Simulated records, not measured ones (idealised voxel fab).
process module | voxel wiring stack
cross-section cut | 225 nm wide | cells 5 nm
A cross-section is a grid of square cells, given in bands from the top down. A band is one or more rows of cells.
Each band's line starts with the height of the band's top and of its bottom, in nm. Then come its materials from left to right, each with its width in nm. One material with "throughout" fills the band from edge to edge. "air" is empty space.
Height 0 is the level under which the wafer as received is all one material. The lowest band goes on downwards, as in "0 down".
A width such as "30 to 40" changes by the same amount from each row of cells to the next, from the band's top row to its bottom row.
"no change" after a step means that no cell of the cross-section changed.
closed voids: empty space of 8 cells or more with no open way to the top, each as width x height at its distance from the left edge, in nm
after a step's settings: what the simulator itself notes on the step
overlay nm, on a step with a mask: how far to the right of its planned place the mask lay; to the left if negative
plan
1 op RECEIVE | material Si
2 op CONFORMAL_DEP | material SiO2 | thk nm 10
3 op DIRECTIONAL_DEP | material TiN | thk nm 5
4 op DIRECTIONAL_DEP | material Ru | thk nm 20
5 op DIRECTIONAL_DEP | material aC | thk nm 10
6 op PATTERN | tone cover | mask id METAL_1 | material resist | width nm 30 | pitch nm 50 | thk nm 30 | overlay nm 0
7 op DIRECTIONAL_ETCH | etch materials aC | depth nm 10
8 op STRIP | etch materials resist
9 op DIRECTIONAL_ETCH | etch materials Ru | depth nm 20
10 op DIRECTIONAL_ETCH | etch materials TiN | depth nm 5
11 op STRIP | etch materials aC
12 op CONFORMAL_DEP | material SiCN | thk nm 5
13 op FILL_DEP | material lowk | thk nm 5
14 op CMP | height nm 35
15 op CONFORMAL_DEP | material SiCN | thk nm 5
16 op DIRECTIONAL_DEP | material lowk | thk nm 15
17 op MASKED_ETCH | tone open | mask id PLUG_1 | width nm 15 | pitch nm 50 | etch materials lowk | depth nm 15 | overlay nm 0
18 op MASKED_ETCH | tone open | mask id PLUG_1 | width nm 15 | pitch nm 50 | etch materials SiCN | depth nm 5 | overlay nm 0
19 op CONFORMAL_DEP | material TiN | thk nm 5
20 op FILL_DEP | material Cu | thk nm 10
21 op CMP | height nm 55
22 op DIRECTIONAL_DEP | material TiN | thk nm 5
23 op DIRECTIONAL_DEP | material W | thk nm 20
24 op PATTERN | tone cover | mask id METAL_2 | material resist | width nm 30 | pitch nm 50 | thk nm 15 | overlay nm 0
25 op DIRECTIONAL_ETCH | etch materials W | depth nm 20
26 op DIRECTIONAL_ETCH | etch materials TiN | depth nm 5
27 op STRIP | etch materials resist
28 op FILL_DEP | material lowk | thk nm 5
29 op CMP | height nm 80
30 op CONFORMAL_DEP | material SiCN | thk nm 5
31 op DIRECTIONAL_DEP | material SiO2 | thk nm 10
32 op PATTERN | tone open | mask id PLUG_2 | material resist | width nm 15 | pitch nm 100 | thk nm 20 | overlay nm 0
33 op DIRECTIONAL_ETCH | etch materials SiO2 | depth nm 10
34 op DIRECTIONAL_ETCH | etch materials SiCN | depth nm 5
35 op STRIP | etch materials resist
36 op EPI | material Ru | thk nm 10
37 op EPI | material Ru | thk nm 5
38 op DIRECTIONAL_DEP | material TiN | thk nm 5
39 op DIRECTIONAL_DEP | material Ru | thk nm 25
40 op PATTERN | tone cover | mask id METAL_3 | material resist | width nm 30 | pitch nm 50 | thk nm 20 | overlay nm 0
41 op DIRECTIONAL_ETCH | etch materials Ru | depth nm 25
42 op DIRECTIONAL_ETCH | etch materials TiN | depth nm 5
43 op STRIP | etch materials resist
44 op FILL_DEP | material lowk | thk nm 10
45 op CMP | height nm 125
46 op CONFORMAL_DEP | material SiN | thk nm 5
as received, after step 1
  0 down: Si throughout
  closed voids: none
a wafer at the end: this start, this plan, one mistake
  130 to 125: SiN throughout
  125 to 100: lowk 20 | Ru 30 | lowk 20 | Ru 30 | lowk 20 | Ru 30 | lowk 20 | Ru 30 | lowk 25
  100 to 95: lowk 20 | TiN 30 | lowk 20 | TiN 30 | lowk 20 | TiN 30 | lowk 20 | TiN 30 | lowk 25
  95 to 85: SiO2 20 | Ru 15 | SiO2 85 | Ru 15 | SiO2 90
  85 to 80: SiCN 20 | Ru 15 | SiCN 85 | Ru 15 | SiCN 90
  80 to 70: lowk 20 | W 30 | lowk 20 | W 30 | lowk 20 | W 30 | lowk 20 | W 30 | lowk 25
  70 to 65: lowk 20 | TiN 30 | lowk 20 | TiN 30 | lowk 20 | TiN 30 | lowk 20 | TiN 30 | lowk 25
  65 to 55: TiN throughout
  55 to 40: lowk 20 | TiN 5 | Cu 5 | TiN 5 | lowk 35 | TiN 5 | Cu 5 | TiN 5 | lowk 35 | TiN 5 | Cu 5 | TiN 5 | lowk 35 | TiN 5 | Cu 5 | TiN 5 | lowk 40
  40 to 35: SiCN 20 | TiN 15 | SiCN 35 | TiN 15 | SiCN 35 | TiN 15 | SiCN 35 | TiN 15 | SiCN 40
  35 to 15: lowk 15 | SiCN 5 | Ru 30 | SiCN 5 | lowk 10 | SiCN 5 | Ru 30 | SiCN 5 | lowk 10 | SiCN 5 | Ru 30 | SiCN 5 | lowk 10 | SiCN 5 | Ru 30 | SiCN 5 | lowk 20
  15 to 10: SiCN 20 | TiN 30 | SiCN 20 | TiN 30 | SiCN 20 | TiN 30 | SiCN 20 | TiN 30 | SiCN 25
  10 to 0: SiO2 throughout
  0 down: Si throughout
  closed voids: none
what went wrong: step 22 ran as: op DIRECTIONAL_DEP | material TiN | thk nm 15
